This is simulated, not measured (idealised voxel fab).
process module | voxel spacer lines
cross-section cut | 205 nm wide | cells 5 nm
A cross-section is a grid of square cells, given in bands from the top down. A band is one or more rows of cells.
Each band's line starts with the height of the band's top and of its bottom, in nm. Then come its materials from left to right, each with its width in nm. One material with "throughout" fills the band from edge to edge. "air" is empty space.
Height 0 is the level under which the wafer as received is all one material. The lowest band goes on downwards, as in "0 down".
A width such as "30 to 40" changes by the same amount from each row of cells to the next, from the band's top row to its bottom row.
"no change" after a step means that no cell of the cross-section changed.
closed voids: empty space of 8 cells or more with no open way to the top, each as width x height at its distance from the left edge, in nm
after a step's settings: what the simulator itself notes on the step
overlay nm, on a step with a mask: how far to the right of its planned place the mask lay; to the left if negative
plan
1 op RECEIVE | material Si
2 op CONFORMAL_DEP | material Al2O3 | thk nm 10
3 op DIRECTIONAL_DEP | material W | thk nm 15
4 op DIRECTIONAL_DEP | material aC | thk nm 20
5 op PATTERN | tone cover | mask id MANDREL | material resist | width nm 15 | pitch nm 50 | thk nm 25 | overlay nm 0
6 op DIRECTIONAL_ETCH | etch materials aC | depth nm 20
7 op STRIP | etch materials resist
8 op CONFORMAL_DEP | material SiO2 | thk nm 10
9 op DIRECTIONAL_ETCH | etch materials SiO2 | depth nm 10
10 op STRIP | etch materials aC
11 op DIRECTIONAL_ETCH | etch materials W | depth nm 15
12 op STRIP | etch materials SiO2
13 op FILL_DEP | material SiO2 | thk nm 10
14 op CMP | height nm 25
as received, after step 1
  0 down: Si throughout
  closed voids: none
a wafer at the end: this start, this plan, one mistake
  25 to 15: SiO2 throughout
  15 to 0: SiO2 60 | W 10 | SiO2 15 | W 10 | SiO2 15 | W 10 | SiO2 15 | W 10 | SiO2 60
  0 down: Si throughout
  closed voids: none
what went wrong: step 2 was left out
